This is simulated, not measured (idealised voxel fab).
Herein follows the process module entitled voxel self aligned contacts.
Each square cell in cross-section cut measures 5 nm, and the section as a whole is 200 nm wide.
A cross-section is written here as square cells arranged in a grid, and it is given in bands from the top down, each band taking up one or more rows of cells.
A band entry consists of two parts. The first gives the height of the band's top and the height of its bottom, in nm. The rest lists the band's materials from left to right, each with its width in nm. A single material labelled with the word "all across" fills the band from edge to edge, and the word "empty" marks empty space.
Beneath 0, the wafer as received is one material, and that level is where height counting begins. The lowest band goes on downward without a bottom; it is written like "from 0 down".
A two-number width, for instance "30..40", indicates that the width is equal to the first number in the top row of the band and to the second number in the bottom row, and that it changes by a constant amount per row of cells.
No cell of the cross-section changed in a step that is given as "no modification".
This entry, "Trapped cavities", enumerates those empty regions of no fewer than 8 cells that possess no open connection to the top. Each region is reported in the form width x height at distance, the distance being taken from the left edge, with all three quantities expressed in nm.
Note: text after step settings on the step line = simulator remark on that step.
Each step line may optionally specify "overlay nm", which for a step with a mask gives the rightward distance between the mask's planned place and where it lay, a negative value indicating the leftward direction.
Layout of what follows: cross-section pairs, each bracketing one process step, the after cross-section shown only to the lowest band that changed, the step between and its settings noted under each pair. Pairs may originate in different runs of this module on the same starting wafer; a pair continues from the pair above only where its entry headed "before" says so.

## before
  from 50 to 45  SiO2 all across
  from 45 to 20  SiO2=5, SiN=50, SiO2=20, SiN=50, SiO2=20, SiN=50, SiO2=5
  from 20 to 0  SiO2=5, SiN=10, polySi=30, SiN=10, SiO2=20, SiN=10, polySi=30, SiN=10, SiO2=20, SiN=10, polySi=30, SiN=10, SiO2=5
  from 0 to -5  SiO2 all across
  from -5 down  Si all across
  Trapped cavities: none

## Step Result
  from 50 to 45  SiO2=40, empty=55, SiO2=15, empty=55, SiO2=35
  from 45 to 20  SiO2=5, SiN=50, empty=20, SiN=50, empty=20, SiN=50, SiO2=5
  from 20 to 0  SiO2=5, SiN=10, polySi=30, SiN=10, empty=20, SiN=10, polySi=30, SiN=10, empty=20, SiN=10, polySi=30, SiN=10, SiO2=5
  from 0 to -5  SiO2=55, empty=20, SiO2=50, empty=20, SiO2=55
  Everything under -5 stays put, no change at all.
  Trapped cavities: none
The process step separating the two cross-sections depicted above is as follows: MASKED_ETCH, tone open, mask id CONTACT, width nm 55, pitch nm 70, etch materials SiO2, depth nm 55, overlay nm 0

before: The prior state of this step coincides with the post-step cross-section of the pair just above.

## Step Result
  from 55 to 50  TiN=45, empty=45, TiN=25, empty=45, TiN=40
  from 50 to 45  SiO2=40, TiN=20, empty=10, TiN=25, SiO2=15, TiN=20, empty=10, TiN=25, SiO2=35
  from 45 to 20  SiO2=5, SiN=50, TiN=5, empty=10, TiN=5, SiN=50, TiN=5, empty=10, TiN=5, SiN=50, SiO2=5
  from 20 to 0  SiO2=5, SiN=10, polySi=30, SiN=10, TiN=5, empty=10, TiN=5, SiN=10, polySi=30, SiN=10, TiN=5, empty=10, TiN=5, SiN=10, polySi=30, SiN=10, SiO2=5
  from 0 to -5  SiO2=55, TiN=20, SiO2=50, TiN=20, SiO2=55
  Everything under -5 stays put, no change at all.
  Trapped cavities: none
The process step separating the two cross-sections depicted above is as follows: CONFORMAL_DEP, material TiN, thk nm 5

before: The prior state of this step coincides with the post-step cross-section of the pair just above.

## Step Result
  from 60 to 55  W all across
  from 55 to 50  TiN=45, W=45, TiN=25, W=45, TiN=40
  from 50 to 45  SiO2=40, TiN=20, W=10, TiN=25, SiO2=15, TiN=20, W=10, TiN=25, SiO2=35
  from 45 to 20  SiO2=5, SiN=50, TiN=5, W=10, TiN=5, SiN=50, TiN=5, W=10, TiN=5, SiN=50, SiO2=5
  from 20 to 0  SiO2=5, SiN=10, polySi=30, SiN=10, TiN=5, W=10, TiN=5, SiN=10, polySi=30, SiN=10, TiN=5, W=10, TiN=5, SiN=10, polySi=30, SiN=10, SiO2=5
  Everything under 0 stays put, no change at all.
  Trapped cavities: none
The process step separating the two cross-sections depicted above is as follows: FILL_DEP, material W, thk nm 5

before: The prior state of this step coincides with the post-step cross-section of the pair just above.

## Step Result
  from 50 to 45  SiO2=40, TiN=20, W=10, TiN=25, SiO2=15, TiN=20, W=10, TiN=25, SiO2=35
  Everything under 45 stays put, no change at all.
  Trapped cavities: none
The process step separating the two cross-sections depicted above is as follows: CMP, height nm 50

before: The prior state of this step coincides with the post-step cross-section of the pair just above.

## Step Result
  from 55 to 50  SiCN all across
  Everything under 50 stays put, no change at all.
  Trapped cavities: none
The process step separating the two cross-sections depicted above is as follows: CONFORMAL_DEP, material SiCN, thk nm 5

## before
  from 50 to 45  SiO2 all across
  from 45 to 20  SiO2=5, SiN=50, SiO2=20, SiN=50, SiO2=20, SiN=50, SiO2=5
  from 20 to 0  SiO2=5, SiN=10, polySi=30, SiN=10, SiO2=20, SiN=10, polySi=30, SiN=10, SiO2=20, SiN=10, polySi=30, SiN=10, SiO2=5
  from 0 to -5  SiO2 all across
  from -5 down  Si all across
  Trapped cavities: none

## Step Result
  from 50 to 45  SiO2=35, empty=50, SiO2=20, empty=50, SiO2=45
  from 45 to 20  SiO2=5, SiN=50, empty=20, SiN=50, empty=20, SiN=50, SiO2=5
  from 20 to 0  SiO2=5, SiN=10, polySi=30, SiN=10, empty=20, SiN=10, polySi=30, SiN=10, empty=20, SiN=10, polySi=30, SiN=10, SiO2=5
  from 0 to -5  SiO2=55, empty=20, SiO2=50, empty=20, SiO2=55
  Everything under -5 stays put, no change at all.
  Trapped cavities: none
The process step separating the two cross-sections depicted above is as follows: MASKED_ETCH, tone open, mask id CONTACT, width nm 50, pitch nm 70, etch materials SiO2, depth nm 55, overlay nm -5

before: The prior state of this step coincides with the post-step cross-section of the pair just above.

## Step Result
  from 55 to 50  TiN=40, empty=40, TiN=30, empty=40, TiN=50
  from 50 to 45  SiO2=35, TiN=25, empty=10, TiN=15, SiO2=20, TiN=25, empty=10, TiN=15, SiO2=45
  from 45 to 20  SiO2=5, SiN=50, TiN=5, empty=10, TiN=5, SiN=50, TiN=5, empty=10, TiN=5, SiN=50, SiO2=5
  from 20 to 0  SiO2=5, SiN=10, polySi=30, SiN=10, TiN=5, empty=10, TiN=5, SiN=10, polySi=30, SiN=10, TiN=5, empty=10, TiN=5, SiN=10, polySi=30, SiN=10, SiO2=5
  from 0 to -5  SiO2=55, TiN=20, SiO2=50, TiN=20, SiO2=55
  Everything under -5 stays put, no change at all.
  Trapped cavities: none
The process step separating the two cross-sections depicted above is as follows: CONFORMAL_DEP, material TiN, thk nm 5

before: The prior state of this step coincides with the post-step cross-section of the pair just above.

## Step Result
  from 60 to 55  W all across
  from 55 to 50  TiN=40, W=40, TiN=30, W=40, TiN=50
  from 50 to 45  SiO2=35, TiN=25, W=10, TiN=15, SiO2=20, TiN=25, W=10, TiN=15, SiO2=45
  from 45 to 20  SiO2=5, SiN=50, TiN=5, W=10, TiN=5, SiN=50, TiN=5, W=10, TiN=5, SiN=50, SiO2=5
  from 20 to 0  SiO2=5, SiN=10, polySi=30, SiN=10, TiN=5, W=10, TiN=5, SiN=10, polySi=30, SiN=10, TiN=5, W=10, TiN=5, SiN=10, polySi=30, SiN=10, SiO2=5
  Everything under 0 stays put, no change at all.
  Trapped cavities: none
The process step separating the two cross-sections depicted above is as follows: FILL_DEP, material W, thk nm 5

before: The prior state of this step coincides with the post-step cross-section of the pair just above.

## Step Result
  from 50 to 45  SiO2=35, TiN=25, W=10, TiN=15, SiO2=20, TiN=25, W=10, TiN=15, SiO2=45
  Everything under 45 stays put, no change at all.
  Trapped cavities: none
The process step separating the two cross-sections depicted above is as follows: CMP, height nm 50

before: The prior state of this step coincides with the post-step cross-section of the pair just above.

## Step Result
  from 55 to 50  SiCN all across
  Everything under 50 stays put, no change at all.
  Trapped cavities: none
The process step separating the two cross-sections depicted above is as follows: CONFORMAL_DEP, material SiCN, thk nm 5

## before
  from 45 to 20  empty=5, SiN=50, empty=20, SiN=50, empty=20, SiN=50, empty=5
  from 20 to 0  empty=5, SiN=10, polySi=30, SiN=10, empty=20, SiN=10, polySi=30, SiN=10, empty=20, SiN=10, polySi=30, SiN=10, empty=5
  from 0 to -5  SiO2 all across
  from -5 down  Si all across
  Trapped cavities: none

## Step Result
  from 60 to 45  W all across
  from 45 to 20  W=5, SiN=50, W=20, SiN=50, W=20, SiN=50, W=5
  from 20 to 0  W=5, SiN=10, polySi=30, SiN=10, W=20, SiN=10, polySi=30, SiN=10, W=20, SiN=10, polySi=30, SiN=10, W=5
  Everything under 0 stays put, no change at all.
  Trapped cavities: none
The process step separating the two cross-sections depicted above is as follows: FILL_DEP, material W, thk nm 15

before: The prior state of this step coincides with the post-step cross-section of the pair just above.

## Step Result
  from 50 to 45  W all across
  Everything under 45 stays put, no change at all.
  Trapped cavities: none
The process step separating the two cross-sections depicted above is as follows: CMP, height nm 50

before: The prior state of this step coincides with the post-step cross-section of the pair just above.

## Step Result
  from 55 to 50  TiN all across
  Everything under 50 stays put, no change at all.
  Trapped cavities: none
The process step separating the two cross-sections depicted above is as follows: CONFORMAL_DEP, material TiN, thk nm 5

before: The prior state of this step coincides with the post-step cross-section of the pair just above.

## Step Result
  from 60 to 55  W all across
  Everything under 55 stays put, no change at all.
  Trapped cavities: none
The process step separating the two cross-sections depicted above is as follows: FILL_DEP, material W, thk nm 5

before: The prior state of this step coincides with the post-step cross-section of the pair just above.

## Step Result
  from 50 to 45  W all across
  Everything under 45 stays put, no change at all.
  Trapped cavities: none
The process step separating the two cross-sections depicted above is as follows: CMP, height nm 50

before: The prior state of this step coincides with the post-step cross-section of the pair just above.

## Step Result
  from 55 to 50  SiCN all across
  Everything under 50 stays put, no change at all.
  Trapped cavities: none
The process step separating the two cross-sections depicted above is as follows: CONFORMAL_DEP, material SiCN, thk nm 5

## before
  from 50 to 45  SiO2 all across
  from 45 to 20  SiO2=5, SiN=50, SiO2=20, SiN=50, SiO2=20, SiN=50, SiO2=5
  from 20 to 0  SiO2=5, SiN=10, polySi=30, SiN=10, SiO2=20, SiN=10, polySi=30, SiN=10, SiO2=20, SiN=10, polySi=30, SiN=10, SiO2=5
  from 0 to -5  SiO2 all across
  from -5 down  Si all across
  Trapped cavities: none

## Step Result
  from 50 to 45  empty=40, SiO2=50, empty=20, SiO2=50, empty=40
  from 45 to 20  empty=5, SiN=50, SiO2=20, SiN=50, SiO2=20, SiN=50, empty=5
  from 20 to 0  empty=5, SiN=10, polySi=30, SiN=10, SiO2=20, SiN=10, polySi=30, SiN=10, SiO2=20, SiN=10, polySi=30, SiN=10, empty=5
  from 0 to -5  empty=5, SiO2=190, empty=5
  Everything under -5 stays put, no change at all.
  Trapped cavities: none
The process step separating the two cross-sections depicted above is as follows: MASKED_ETCH, tone cover, mask id CONTACT, width nm 50, pitch nm 70, etch materials SiO2, depth nm 55, overlay nm 0

before: The prior state of this step coincides with the post-step cross-section of the pair just above.

## Step Result
  from 55 to 50  empty=35, TiN=60, empty=10, TiN=60, empty=35
  from 50 to 45  TiN=40, SiO2=50, TiN=20, SiO2=50, TiN=40
  from 45 to 20  TiN=5, SiN=50, SiO2=20, SiN=50, SiO2=20, SiN=50, TiN=5
  from 20 to 0  TiN=5, SiN=10, polySi=30, SiN=10, SiO2=20, SiN=10, polySi=30, SiN=10, SiO2=20, SiN=10, polySi=30, SiN=10, TiN=5
  from 0 to -5  TiN=5, SiO2=190, TiN=5
  Everything under -5 stays put, no change at all.
  Trapped cavities: none
The process step separating the two cross-sections depicted above is as follows: CONFORMAL_DEP, material TiN, thk nm 5

before: The prior state of this step coincides with the post-step cross-section of the pair just above.

## Step Result
  from 60 to 55  W all across
  from 55 to 50  W=35, TiN=60, W=10, TiN=60, W=35
  Everything under 50 stays put, no change at all.
  Trapped cavities: none
The process step separating the two cross-sections depicted above is as follows: FILL_DEP, material W, thk nm 5

before: The prior state of this step coincides with the post-step cross-section of the pair just above.

## Step Result
  from 50 to 45  TiN=40, SiO2=50, TiN=20, SiO2=50, TiN=40
  Everything under 45 stays put, no change at all.
  Trapped cavities: none
The process step separating the two cross-sections depicted above is as follows: CMP, height nm 50

before: The prior state of this step coincides with the post-step cross-section of the pair just above.

## Step Result
  from 55 to 50  SiCN all across
  Everything under 50 stays put, no change at all.
  Trapped cavities: none
The process step separating the two cross-sections depicted above is as follows: CONFORMAL_DEP, material SiCN, thk nm 5
